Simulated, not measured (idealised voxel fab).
Process module in this document: voxel self aligned vias
The cross-section shown here is cut; it is 190 nm wide and divided into square cells measuring 5 nm on a side.
We lay out every cross-section as a grid of square cells and spell it out in bands from the top down, where one band means one or more rows of cells.
First you get the band's top height and its bottom height, in nm, and then the materials it's made of, left to right, with each width in nm. If you see a single material with "throughout", that one covers the band edge to edge. "empty" is empty space.
Counting heights begins at 0, where everything beneath is, in the wafer as received, one material. The lowest band has no bottom; it goes on downwards, as "z 0 and below" shows.
Width spec "30 to 40" -> top row of cells at first value, bottom row at second value, equal per-row change in between.
Step marked "identical to before"? Then no cell in the cross-section changed in it.
"Enclosed internal voids" lists enclosed empty spaces (at least 8 cells, no open path upward to the top), each as width x height at distance from the left edge, in nm.
Text after the settings on a step's line: the simulator's own remark on that step.
overlay nm, on a step with a mask: how far to the right of its planned place the mask lay; to the left if negative
## Process steps (planned)
1) RECEIVE: material Si
2) CONFORMAL_DEP: material SiO2, thk nm 15
3) CONFORMAL_DEP: material SiCN, thk nm 5
4) DIRECTIONAL_DEP: material lowk, thk nm 25
5) PATTERN: tone open, mask id LINES, material resist, width nm 30, pitch nm 55, thk nm 15, overlay nm 0
6) DIRECTIONAL_ETCH: etch materials lowk, depth nm 25
7) STRIP: etch materials resist
8) CONFORMAL_DEP: material TiN, thk nm 5
9) FILL_DEP: material W, thk nm 10
10) CMP: height nm 45
11) SELECTIVE_ETCH: etch materials W Ru TiN, depth nm 5
12) FILL_DEP: material SiN, thk nm 10
13) CMP: height nm 35
14) DIRECTIONAL_DEP: material lowk, thk nm 15
15) MASKED_ETCH: tone open, mask id VIAS, width nm 40, pitch nm 55, etch materials lowk, depth nm 15, overlay nm 0
16) MASKED_ETCH: tone open, mask id VIAS, width nm 40, pitch nm 55, etch materials SiN, depth nm 5, overlay nm 0
17) CONFORMAL_DEP: material TiN, thk nm 5
18) FILL_DEP: material Ru, thk nm 5
19) CMP: height nm 60
20) CONFORMAL_DEP: material SiCN, thk nm 5
The plan's step 13 height nm is the first wafer's value; the wafers differ in this setting and start identical.
## As-received state after step 1, first of several wafers, cross-section
    z 0 and below  Si throughout
    Enclosed internal voids: none
## Below: a row per wafer. Contents at end of module: for every material, cells gained since receipt (+) or lost since receipt (-); then closed voids
height nm 35; +74 Ru; +76 SiCN; +114 SiO2; +70 TiN; +16 W; +144 lowk; Enclosed internal voids: none
height nm 40; +36 Ru; +76 SiCN; +114 SiO2; +74 TiN; +24 W; +170 lowk; Enclosed internal voids: none
height nm 45; +32 Ru; +76 SiCN; +114 SiO2; +52 TiN; +24 W; +196 lowk; Enclosed internal voids: none
height nm 50; +24 Ru; +76 SiCN; +34 SiN; +114 SiO2; +48 TiN; +24 W; +174 lowk; Enclosed internal voids: none
height nm 55; +12 Ru; +76 SiCN; +72 SiN; +114 SiO2; +44 TiN; +24 W; +152 lowk; Enclosed internal voids: none
